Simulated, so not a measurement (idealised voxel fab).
The following process module bears the name voxel gate over fins.
Shown is cross-section cut, with a width of 170 nm and square cells of size 5 nm.
Bands, listed from the top down, are how a cross-section gets written in this document; the cross-section itself is a grid of square cells, and a band is one or more rows of them.
Basically the band line says how high the top is and how high the bottom is, in nm, and then what's in it from left to right, every material with its width in nm. Empty space shows up as "air", and if a single material carries "everywhere" it runs the full band edge to edge.
We count height from 0. Below that, the starting wafer is all one material. The lowest band never ends at the bottom but goes on down; see "z 0 and below" for how that is written.
Graded width ("30->40"): value in top row of band = first number; value in bottom row = second number; row-to-row change constant.
"nothing changed" means the step left every cell of the cross-section as it was.
"Voids lacking openings": sealed empty spaces, 8 cells or more, no open way to top, listed width x height at distance, with distance from the left edge and width, height and distance in nm.
Step line, after settings: the simulator's comment on this step.
Steps that use a mask can have "overlay nm" on their line. It says how far the mask sat to the right of where it was meant to be. Negative means to the left.

Planned step list for the process
step 1: RECEIVE (material Si)
step 2: CONFORMAL_DEP (material SiN; thk nm 5)
step 3: MASKED_ETCH (tone cover; mask id FINS; width nm 15; pitch nm 60; etch materials SiN; depth nm 5; overlay nm 0)
step 4: MASKED_ETCH (tone cover; mask id FINS; width nm 15; pitch nm 60; etch materials Si; depth nm 40; overlay nm 0)
step 5: FILL_DEP (material SiO2; thk nm 10)
step 6: CMP (height nm 5)
step 7: DIRECTIONAL_DEP (material aC; thk nm 10)
step 8: PATTERN (tone open; mask id RAIL; material resist; width nm 15; thk nm 25; overlay nm 0)
step 9: DIRECTIONAL_ETCH (etch materials aC; depth nm 10)
step 10: STRIP (etch materials resist)
step 11: DIRECTIONAL_ETCH (etch materials SiO2; depth nm 40)
step 12: STRIP (etch materials aC)
step 13: CONFORMAL_DEP (material TiN; thk nm 5)
step 14: FILL_DEP (material Ru; thk nm 5)
step 15: CMP (height nm 5)
step 16: SELECTIVE_ETCH (etch materials W Ru TiN; depth nm 20)
step 17: FILL_DEP (material SiO2; thk nm 5)
step 18: CMP (height nm 5)
step 19: SELECTIVE_ETCH (etch materials SiO2; depth nm 15)
step 20: STRIP (etch materials SiN)
step 21: CONFORMAL_DEP (material HfO2; thk nm 5)
step 22: CONFORMAL_DEP (material TiN; thk nm 5)
step 23: FILL_DEP (material W; thk nm 15)
step 24: CMP (height nm 20)
step 25: CONFORMAL_DEP (material SiCN; thk nm 10)

Cross-section: wafer on arrival = after step 1
	z 0 and below | Si everywhere
	Voids lacking openings: none

Cross-sectional result after module completion. Note: starting condition and plan are unchanged from above; one processing mistake was made
	z 30 to 20 | SiCN everywhere
	z 20 to 10 | aC everywhere
	z 10 to 5 | 35 of aC | 35 of TiN | 25 of aC | 35 of TiN | 40 of aC
	z 5 to 0 | 35 of aC | 5 of TiN | 25 of HfO2 | 5 of TiN | 25 of aC | 5 of TiN | 25 of HfO2 | 5 of TiN | 40 of aC
	z 0 to -5 | 40 of TiN | 5 of HfO2 | 15 of Si | 5 of HfO2 | 35 of TiN | 5 of HfO2 | 15 of Si | 5 of HfO2 | 45 of TiN
	z -5 to -10 | 45 of HfO2 | 15 of Si | 45 of HfO2 | 15 of Si | 50 of HfO2
	z -10 to -15 | 45 of SiO2 | 15 of Si | 45 of SiO2 | 15 of Si | 50 of SiO2
	z -15 to -30 | 45 of SiO2 | 15 of Si | 15 of SiO2 | 5 of TiN | 5 of Ru | 5 of TiN | 15 of SiO2 | 15 of Si | 50 of SiO2
	z -30 to -35 | 45 of SiO2 | 15 of Si | 15 of SiO2 | 15 of TiN | 15 of SiO2 | 15 of Si | 50 of SiO2
	z -35 to -40 | 45 of SiO2 | 15 of Si | 45 of SiO2 | 15 of Si | 50 of SiO2
	z -40 and below | Si everywhere
	Voids lacking openings: none
Deviation noted in wafer processing: step 23 was run on a setting that differed from the plan, and what really ran there is FILL_DEP (material aC; thk nm 15)
